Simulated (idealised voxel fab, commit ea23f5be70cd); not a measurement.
process module | voxel self aligned contacts
cross-section cut | 270 nm wide | cells 5 nm
A cross-section is a grid of square cells, given in bands from the top down. A band is one or more rows of cells.
Each band's line starts with the height of the band's top and of its bottom, in nm. Then come its materials from left to right, each with its width in nm. One material with "throughout" fills the band from edge to edge. "air" is empty space.
Height 0 is the level under which the wafer as received is all one material. The lowest band goes on downwards, as in "0 down".
A width such as "30 to 40" changes by the same amount from each row of cells to the next, from the band's top row to its bottom row.
"no change" after a step means that no cell of the cross-section changed.
closed voids: empty space of 8 cells or more with no open way to the top, each as width x height at its distance from the left edge, in nm
after a step's settings: what the simulator itself notes on the step
overlay nm, on a step with a mask: how far to the right of its planned place the mask lay; to the left if negative
plan
1 op RECEIVE | material Si
2 op OXIDIZE | depth nm 5
3 op DIRECTIONAL_DEP | material polySi | thk nm 25
4 op DIRECTIONAL_DEP | material SiN | thk nm 25
5 op DIRECTIONAL_DEP | material aC | thk nm 15
6 op PATTERN | tone cover | mask id GATE | material resist | width nm 35 | pitch nm 80 | thk nm 30 | overlay nm 0
7 op DIRECTIONAL_ETCH | etch materials aC | depth nm 15
8 op STRIP | etch materials resist
9 op DIRECTIONAL_ETCH | etch materials SiN | depth nm 25
10 op DIRECTIONAL_ETCH | etch materials polySi | depth nm 25
11 op STRIP | etch materials aC
12 op CONFORMAL_DEP | material SiN | thk nm 10
13 op DIRECTIONAL_ETCH | etch materials SiN | depth nm 10
14 op FILL_DEP | material SiO2 | thk nm 15
15 op CMP | height nm 60
16 op DIRECTIONAL_DEP | material aC | thk nm 10
17 op PATTERN | tone open | mask id CONTACT | material resist | width nm 65 | thk nm 25 | overlay nm 0
18 op DIRECTIONAL_ETCH | etch materials aC | depth nm 10
19 op STRIP | etch materials resist
20 op DIRECTIONAL_ETCH | etch materials SiO2 | depth nm 65
21 op STRIP | etch materials aC
22 op CONFORMAL_DEP | material TiN | thk nm 5
23 op FILL_DEP | material Ru | thk nm 10
24 op CMP | height nm 60
25 op CONFORMAL_DEP | material SiN | thk nm 5
as received, after step 1
  0 down: Si throughout
  closed voids: none
first wafer at the end, as planned
  65 to 60: SiN throughout
  60 to 50: SiO2 100 | TiN 5 to 25 | Ru 55 to 15 | TiN 5 to 25 | SiO2 105
  50 to 25: SiO2 65 | SiN 55 | TiN 5 | Ru 15 | TiN 5 | SiN 55 | SiO2 70
  25 to 0: SiO2 65 | SiN 10 | polySi 35 | SiN 10 | TiN 5 | Ru 15 | TiN 5 | SiN 10 | polySi 35 | SiN 10 | SiO2 70
  0 to -5: SiO2 120 | TiN 25 | SiO2 125
  -5 down: Si throughout
  closed voids: none
second wafer at the end: like start, like plan, one mistake
  80 to 75: SiN throughout
  75 to 65: Ru throughout
  65 to 60: TiN 105 | Ru 55 | TiN 110
  60 to 50: SiO2 100 | TiN 5 to 25 | Ru 55 to 15 | TiN 5 to 25 | SiO2 105
  50 to 25: SiO2 65 | SiN 55 | TiN 5 | Ru 15 | TiN 5 | SiN 55 | SiO2 70
  25 to 0: SiO2 65 | SiN 10 | polySi 35 | SiN 10 | TiN 5 | Ru 15 | TiN 5 | SiN 10 | polySi 35 | SiN 10 | SiO2 70
  0 to -5: SiO2 120 | TiN 25 | SiO2 125
  -5 down: Si throughout
  closed voids: none
what went wrong: step 24 was left out
at the end the second wafer has, in cells: 119 more of Ru | 43 more of TiN
